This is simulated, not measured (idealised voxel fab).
This section sets out a process module, namely voxel ribs on slabs.
Cross-section cut spans 260 nm and uses square cells 5 nm in size.
Heads up, the way a cross-section reads in here is a grid of square cells, handed over as bands from the top down, with every band being one or more rows of cells. Top, bottom (nm), then materials left to right with widths (nm); lone material tagged "all across" fills the whole band edge to edge; "air" = empty space. Note: height 0 marks the level under which the wafer is uniformly one material as received. Lowest band unbounded below, written "0 down". Per-row width for "30 to 40": begins at first number (top row of band), ends at second number (bottom row), increment between rows held constant. Key: "no modifications" - step with no changed cell in the cross-section. Under "Closed void list" you'll find the enclosed gaps, the ones with no way out to the top, that are 8 cells or bigger; each reads width x height at distance, with distance counted from the left edge, everything in nm. after a step's settings: what the simulator itself notes on the step. On any step carrying a mask, the "overlay nm" setting, if present on the step's line, tells how far right of its planned place the mask lay; negative values point to the left.
# The process steps that were planned are listed below
1. op RECEIVE | material Si
2. op DIRECTIONAL_DEP | material SiO2 | thk nm 25
3. op DIRECTIONAL_DEP | material polySi | thk nm 25
4. op MASKED_ETCH | tone cover | mask id RIB | width nm 25 | etch materials polySi | depth nm 20 | overlay nm 0
5. op PATTERN | tone cover | mask id SLAB | material resist | width nm 65 | thk nm 20 | overlay nm 0
6. op DIRECTIONAL_ETCH | etch materials polySi | depth nm 5
7. op STRIP | etch materials resist
8. op FILL_DEP | material SiO2 | thk nm 30
9. op CMP | height nm 70
10. op DIRECTIONAL_DEP | material TiN | thk nm 5
11. op DIRECTIONAL_DEP | material aC | thk nm 15
12. op PATTERN | tone cover | mask id HEATER | material resist | width nm 35 | thk nm 35 | overlay nm 0
13. op DIRECTIONAL_ETCH | etch materials aC | depth nm 15
14. op STRIP | etch materials resist
15. op DIRECTIONAL_ETCH | etch materials TiN | depth nm 5
16. op STRIP | etch materials aC
17. op CONFORMAL_DEP | material SiO2 | thk nm 10
# The first wafer of two, processed as planned
# as received, after step 1
- 0 down | Si all across
- Closed void list: none
# You're looking at a cross-section of the wafer after step 2
- 25 to 0 | SiO2 all across
- Everything below 0 is unchanged.
# You're looking at a cross-section of the wafer after step 3
- 50 to 25 | polySi all across
- Everything below 25 is unchanged.
# You're looking at a cross-section of the wafer after step 4
- 50 to 30 | air: 115; polySi: 25; air: 120
- Everything below 30 is unchanged.
# You're looking at a cross-section of the wafer after step 5
- 70 to 50 | air: 95; resist: 65; air: 100
- 50 to 30 | air: 95; resist: 20; polySi: 25; resist: 20; air: 100
- Everything below 30 is unchanged.
# You're looking at a cross-section of the wafer after step 6
- 70 to 50 | air: 95; resist: 65; air: 100
- 50 to 30 | air: 95; resist: 20; polySi: 25; resist: 20; air: 100
- 30 to 25 | air: 95; polySi: 65; air: 100
- Everything below 25 is unchanged.
# You're looking at a cross-section of the wafer after step 7
- 50 to 30 | air: 115; polySi: 25; air: 120
- Everything below 30 is unchanged.
# You're looking at a cross-section of the wafer after step 8
- 80 to 50 | SiO2 all across
- 50 to 30 | SiO2: 115; polySi: 25; SiO2: 120
- 30 to 25 | SiO2: 95; polySi: 65; SiO2: 100
- Everything below 25 is unchanged.
# You're looking at a cross-section of the wafer after step 9
- 70 to 50 | SiO2 all across
- Everything below 50 is unchanged.
# You're looking at a cross-section of the wafer after step 10
- 75 to 70 | TiN all across
- Everything below 70 is unchanged.
# You're looking at a cross-section of the wafer after step 11
- 90 to 75 | aC all across
- Everything below 75 is unchanged.
# You're looking at a cross-section of the wafer after step 12
- 125 to 90 | air: 110; resist: 35; air: 115
- Everything below 90 is unchanged.
# You're looking at a cross-section of the wafer after step 13
- 110 to 90 | air: 110; resist: 35; air: 115
- 90 to 75 | air: 110; aC: 35; air: 115
- Everything below 75 is unchanged.
# You're looking at a cross-section of the wafer after step 14
- 90 to 75 | air: 110; aC: 35; air: 115
- Everything below 75 is unchanged.
# You're looking at a cross-section of the wafer after step 15
- 90 to 75 | air: 110; aC: 35; air: 115
- 75 to 70 | air: 110; TiN: 35; air: 115
- Everything below 70 is unchanged.
# You're looking at a cross-section of the wafer after step 16
- 75 to 70 | air: 110; TiN: 35; air: 115
- Everything below 70 is unchanged.
# You're looking at a cross-section of the wafer after step 17
- 85 to 80 | air: 100; SiO2: 55; air: 105
- 80 to 75 | SiO2 all across
- 75 to 70 | SiO2: 110; TiN: 35; SiO2: 115
- Everything below 70 is unchanged.
# Second wafer - shared start and plan with the first - one error in running - same as the first up to step 1 inclusive
# Second wafer, sectioned view, at step 2's planned end time
- 30 to 0 | SiO2 all across
- Everything below 0 is unchanged.
# Second wafer, sectioned view, at step 3's planned end time
- 55 to 30 | polySi all across
- Everything below 30 is unchanged.
# Second wafer, sectioned view, at step 4's planned end time
- 55 to 35 | air: 115; polySi: 25; air: 120
- Everything below 35 is unchanged.
# Second wafer, sectioned view, at step 5's planned end time
- 75 to 55 | air: 95; resist: 65; air: 100
- 55 to 35 | air: 95; resist: 20; polySi: 25; resist: 20; air: 100
- Everything below 35 is unchanged.
# Second wafer, sectioned view, at step 6's planned end time
- 75 to 55 | air: 95; resist: 65; air: 100
- 55 to 35 | air: 95; resist: 20; polySi: 25; resist: 20; air: 100
- 35 to 30 | air: 95; polySi: 65; air: 100
- Everything below 30 is unchanged.
# Second wafer, sectioned view, at step 7's planned end time
- 55 to 35 | air: 115; polySi: 25; air: 120
- Everything below 35 is unchanged.
# Second wafer, sectioned view, at step 8's planned end time
- 85 to 55 | SiO2 all across
- 55 to 35 | SiO2: 115; polySi: 25; SiO2: 120
- 35 to 30 | SiO2: 95; polySi: 65; SiO2: 100
- Everything below 30 is unchanged.
# Second wafer, sectioned view, at step 9's planned end time
- 70 to 55 | SiO2 all across
- Everything below 55 is unchanged.
# Second wafer, sectioned view, at step 10's planned end time
- 75 to 70 | TiN all across
- Everything below 70 is unchanged.
# Second wafer, sectioned view, at step 11's planned end time
- 90 to 75 | aC all across
- Everything below 75 is unchanged.
# Second wafer, sectioned view, at step 12's planned end time
- 125 to 90 | air: 110; resist: 35; air: 115
- Everything below 90 is unchanged.
# Second wafer, sectioned view, at step 13's planned end time
- 110 to 90 | air: 110; resist: 35; air: 115
- 90 to 75 | air: 110; aC: 35; air: 115
- Everything below 75 is unchanged.
# Second wafer, sectioned view, at step 14's planned end time
- 90 to 75 | air: 110; aC: 35; air: 115
- Everything below 75 is unchanged.
# Second wafer, sectioned view, at step 15's planned end time
- 90 to 75 | air: 110; aC: 35; air: 115
- 75 to 70 | air: 110; TiN: 35; air: 115
- Everything below 70 is unchanged.
# Second wafer, sectioned view, at step 16's planned end time
- 75 to 70 | air: 110; TiN: 35; air: 115
- Everything below 70 is unchanged.
# Second wafer, sectioned view, at step 17's planned end time
- 85 to 80 | air: 100; SiO2: 55; air: 105
- 80 to 75 | SiO2 all across
- 75 to 70 | SiO2: 110; TiN: 35; SiO2: 115
- Everything below 70 is unchanged.
Which mistake was made when the wafer was run? note that step 2 departed from the planned setting and was carried out as op DIRECTIONAL_DEP | material SiO2 | thk nm 30
Both wafers, final: cells per material equal; arrangement not.
